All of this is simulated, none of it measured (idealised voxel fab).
Process module heading - voxel wiring stack
The cross-section on display is named cut; it measures 250 nm wide, and its cells are 5 nm squares.
Reading order for cross-sections: top band down to bottom band. Underlying form: a grid of square cells. Band size: one or more rows of cells. The entry gives the band's vertical extent as a top height and a bottom height in nm, then its horizontal make-up as materials from left to right, each with a width in nm. "blank" stands for empty space; a single material marked "edge to edge" fills the band edge to edge. The reference from which all heights are counted is 0, the level beneath which the as-received wafer is entirely one material; the lowest band, having no lower bound, proceeds downward and is written after the example "z 0 and below". The expression "30 to 40" gives the width at the extremes of the band, the first number at its top row of cells and the second at its bottom row, with the width changing by equal amounts from each row to the next in between. Key: "all unchanged" - step with no changed cell in the cross-section. Heads up: "Closed cavities" only lists the empty pockets with no open path to the top that are 8 cells or more, and it writes them as width x height at distance, distance from the left edge, in nm. On a step's line, text after the settings is the simulator commenting on that step. overlay nm: mask right of planned place by this much (step with mask). Neg. = left.
# Steps planned for the process
1,RECEIVE,material Si
2,CONFORMAL_DEP,material SiO2,thk nm 10
3,CONFORMAL_DEP,material SiCN,thk nm 5
4,DIRECTIONAL_DEP,material lowk,thk nm 15
5,DIRECTIONAL_DEP,material aC,thk nm 15
6,PATTERN,tone open,mask id METAL_1,material resist,width nm 20,pitch nm 40,thk nm 35,overlay nm 0
7,DIRECTIONAL_ETCH,etch materials aC,depth nm 15
8,STRIP,etch materials resist
9,DIRECTIONAL_ETCH,etch materials lowk,depth nm 15
10,DIRECTIONAL_ETCH,etch materials SiCN,depth nm 5
11,STRIP,etch materials aC
12,CONFORMAL_DEP,material TiN,thk nm 5
13,FILL_DEP,material W,thk nm 5
14,CMP,height nm 30
15,CONFORMAL_DEP,material SiCN,thk nm 5
16,DIRECTIONAL_DEP,material SiO2,thk nm 10
17,DIRECTIONAL_DEP,material aC,thk nm 10
18,PATTERN,tone open,mask id PLUG_1,material resist,width nm 15,pitch nm 40,thk nm 30,overlay nm 0
19,DIRECTIONAL_ETCH,etch materials aC,depth nm 10
20,STRIP,etch materials resist
21,DIRECTIONAL_ETCH,etch materials SiO2,depth nm 10
22,DIRECTIONAL_ETCH,etch materials SiCN,depth nm 5
23,STRIP,etch materials aC
24,CONFORMAL_DEP,material TiN,thk nm 5
25,FILL_DEP,material Cu,thk nm 10
26,CMP,height nm 45
27,CONFORMAL_DEP,material SiCN,thk nm 5
28,DIRECTIONAL_DEP,material SiO2,thk nm 15
29,DIRECTIONAL_DEP,material aC,thk nm 15
30,PATTERN,tone open,mask id METAL_2,material resist,width nm 20,pitch nm 40,thk nm 35,overlay nm 0
31,DIRECTIONAL_ETCH,etch materials aC,depth nm 15
32,STRIP,etch materials resist
33,DIRECTIONAL_ETCH,etch materials SiO2,depth nm 5
34,DIRECTIONAL_ETCH,etch materials SiCN,depth nm 5
35,STRIP,etch materials aC
36,CONFORMAL_DEP,material TiN,thk nm 5
37,FILL_DEP,material Ru,thk nm 5
38,CMP,height nm 65
39,CONFORMAL_DEP,material SiCN,thk nm 5
40,DIRECTIONAL_DEP,material lowk,thk nm 35
41,DIRECTIONAL_DEP,material aC,thk nm 10
42,PATTERN,tone open,mask id METAL_3_HOLES,material resist,width nm 15,pitch nm 40,thk nm 25,overlay nm 0
43,DIRECTIONAL_ETCH,etch materials aC,depth nm 10
44,STRIP,etch materials resist
45,DIRECTIONAL_ETCH,etch materials lowk,depth nm 35
46,STRIP,etch materials aC
47,PATTERN,tone open,mask id METAL_3,material resist,width nm 20,pitch nm 40,thk nm 20,overlay nm 0
48,DIRECTIONAL_ETCH,etch materials lowk,depth nm 20
49,DIRECTIONAL_ETCH,etch materials SiCN,depth nm 5
50,STRIP,etch materials resist
51,CONFORMAL_DEP,material TiN,thk nm 5
52,FILL_DEP,material Cu,thk nm 5
53,CMP,height nm 105
54,CONFORMAL_DEP,material SiN,thk nm 5
All wafers enter the flow in the same state. The depth nm at step 33 differs from wafer to wafer, and the plan gives the value for the first wafer.
# First wafer of several, as received: cross-section after step 1
* z 0 and below: Si edge to edge
* Closed cavities: none
# Cross-section after step 54, the final step of the module, for the first of several wafers
* z 110 to 105: SiN edge to edge
* z 105 to 90: 75 nm lowk | 5 nm TiN | 10 nm Cu | 5 nm TiN | 20 nm lowk | 5 nm TiN | 10 nm Cu | 5 nm TiN | 20 nm lowk | 5 nm TiN | 10 nm Cu | 5 nm TiN | 75 nm lowk
* z 90 to 85: 75 nm lowk | 5 nm TiN | 5 nm Cu | 10 nm TiN | 20 nm lowk | 5 nm TiN | 5 nm Cu | 10 nm TiN | 20 nm lowk | 5 nm TiN | 5 nm Cu | 10 nm TiN | 75 nm lowk
* z 85 to 70: 75 nm lowk | 5 nm TiN | 5 nm Cu | 5 nm TiN | 25 nm lowk | 5 nm TiN | 5 nm Cu | 5 nm TiN | 25 nm lowk | 5 nm TiN | 5 nm Cu | 5 nm TiN | 80 nm lowk
* z 70 to 65: 75 nm SiCN | 15 nm TiN | 25 nm SiCN | 15 nm TiN | 25 nm SiCN | 15 nm TiN | 80 nm SiCN
* z 65 to 60: 75 nm SiO2 | 20 nm TiN | 20 nm SiO2 | 20 nm TiN | 20 nm SiO2 | 20 nm TiN | 75 nm SiO2
* z 60 to 50: SiO2 edge to edge
* z 50 to 45: SiCN edge to edge
* z 45 to 35: 75 nm SiO2 | 5 nm TiN | 5 nm Cu | 5 nm TiN | 25 nm SiO2 | 5 nm TiN | 5 nm Cu | 5 nm TiN | 25 nm SiO2 | 5 nm TiN | 5 nm Cu | 5 nm TiN | 80 nm SiO2
* z 35 to 30: 75 nm SiCN | 15 nm TiN | 25 nm SiCN | 15 nm TiN | 25 nm SiCN | 15 nm TiN | 80 nm SiCN
* z 30 to 15: 75 nm lowk | 5 nm TiN | 10 nm W | 5 nm TiN | 20 nm lowk | 5 nm TiN | 10 nm W | 5 nm TiN | 20 nm lowk | 5 nm TiN | 10 nm W | 5 nm TiN | 75 nm lowk
* z 15 to 10: 75 nm SiCN | 20 nm TiN | 20 nm SiCN | 20 nm TiN | 20 nm SiCN | 20 nm TiN | 75 nm SiCN
* z 10 to 0: SiO2 edge to edge
* z 0 and below: Si edge to edge
* Closed cavities: none
# Cross-section at module completion, last wafer
* z 110 to 105: SiN edge to edge
* z 105 to 90: 75 nm lowk | 5 nm TiN | 10 nm Cu | 5 nm TiN | 20 nm lowk | 5 nm TiN | 10 nm Cu | 5 nm TiN | 20 nm lowk | 5 nm TiN | 10 nm Cu | 5 nm TiN | 75 nm lowk
* z 90 to 85: 75 nm lowk | 5 nm TiN | 5 nm Cu | 10 nm TiN | 20 nm lowk | 5 nm TiN | 5 nm Cu | 10 nm TiN | 20 nm lowk | 5 nm TiN | 5 nm Cu | 10 nm TiN | 75 nm lowk
* z 85 to 70: 75 nm lowk | 5 nm TiN | 5 nm Cu | 5 nm TiN | 25 nm lowk | 5 nm TiN | 5 nm Cu | 5 nm TiN | 25 nm lowk | 5 nm TiN | 5 nm Cu | 5 nm TiN | 80 nm lowk
* z 70 to 65: 75 nm SiCN | 15 nm TiN | 25 nm SiCN | 15 nm TiN | 25 nm SiCN | 15 nm TiN | 80 nm SiCN
* z 65 to 50: 75 nm SiO2 | 5 nm TiN | 10 nm Ru | 5 nm TiN | 20 nm SiO2 | 5 nm TiN | 10 nm Ru | 5 nm TiN | 20 nm SiO2 | 5 nm TiN | 10 nm Ru | 5 nm TiN | 75 nm SiO2
* z 50 to 45: 75 nm SiCN | 20 nm TiN | 20 nm SiCN | 20 nm TiN | 20 nm SiCN | 20 nm TiN | 75 nm SiCN
* z 45 to 35: 75 nm SiO2 | 5 nm TiN | 5 nm Cu | 5 nm TiN | 25 nm SiO2 | 5 nm TiN | 5 nm Cu | 5 nm TiN | 25 nm SiO2 | 5 nm TiN | 5 nm Cu | 5 nm TiN | 80 nm SiO2
* z 35 to 30: 75 nm SiCN | 15 nm TiN | 25 nm SiCN | 15 nm TiN | 25 nm SiCN | 15 nm TiN | 80 nm SiCN
* z 30 to 15: 75 nm lowk | 5 nm TiN | 10 nm W | 5 nm TiN | 20 nm lowk | 5 nm TiN | 10 nm W | 5 nm TiN | 20 nm lowk | 5 nm TiN | 10 nm W | 5 nm TiN | 75 nm lowk
* z 15 to 10: 75 nm SiCN | 20 nm TiN | 20 nm SiCN | 20 nm TiN | 20 nm SiCN | 20 nm TiN | 75 nm SiCN
* z 10 to 0: SiO2 edge to edge
* z 0 and below: Si edge to edge
* Closed cavities: none
# Where each wafer stands at the end of the module, a row apiece: cells of each material gained (+) or lost (-) since it was received, then closed voids
depth nm 5 | +36 Cu | +170 SiCN | +50 SiN | +320 SiO2 | +117 TiN | +18 W | +389 lowk | Closed cavities: none
depth nm 10 | +36 Cu | +6 Ru | +170 SiCN | +50 SiN | +308 SiO2 | +123 TiN | +18 W | +389 lowk | Closed cavities: none
depth nm 15 | +36 Cu | +18 Ru | +158 SiCN | +50 SiN | +296 SiO2 | +135 TiN | +18 W | +389 lowk | Closed cavities: none
depth nm 20 | +36 Cu | +18 Ru | +158 SiCN | +50 SiN | +296 SiO2 | +135 TiN | +18 W | +389 lowk | Closed cavities: none
depth nm 25 | +36 Cu | +18 Ru | +158 SiCN | +50 SiN | +296 SiO2 | +135 TiN | +18 W | +389 lowk | Closed cavities: none
depth nm 30 | +36 Cu | +18 Ru | +158 SiCN | +50 SiN | +296 SiO2 | +135 TiN | +18 W | +389 lowk | Closed cavities: none
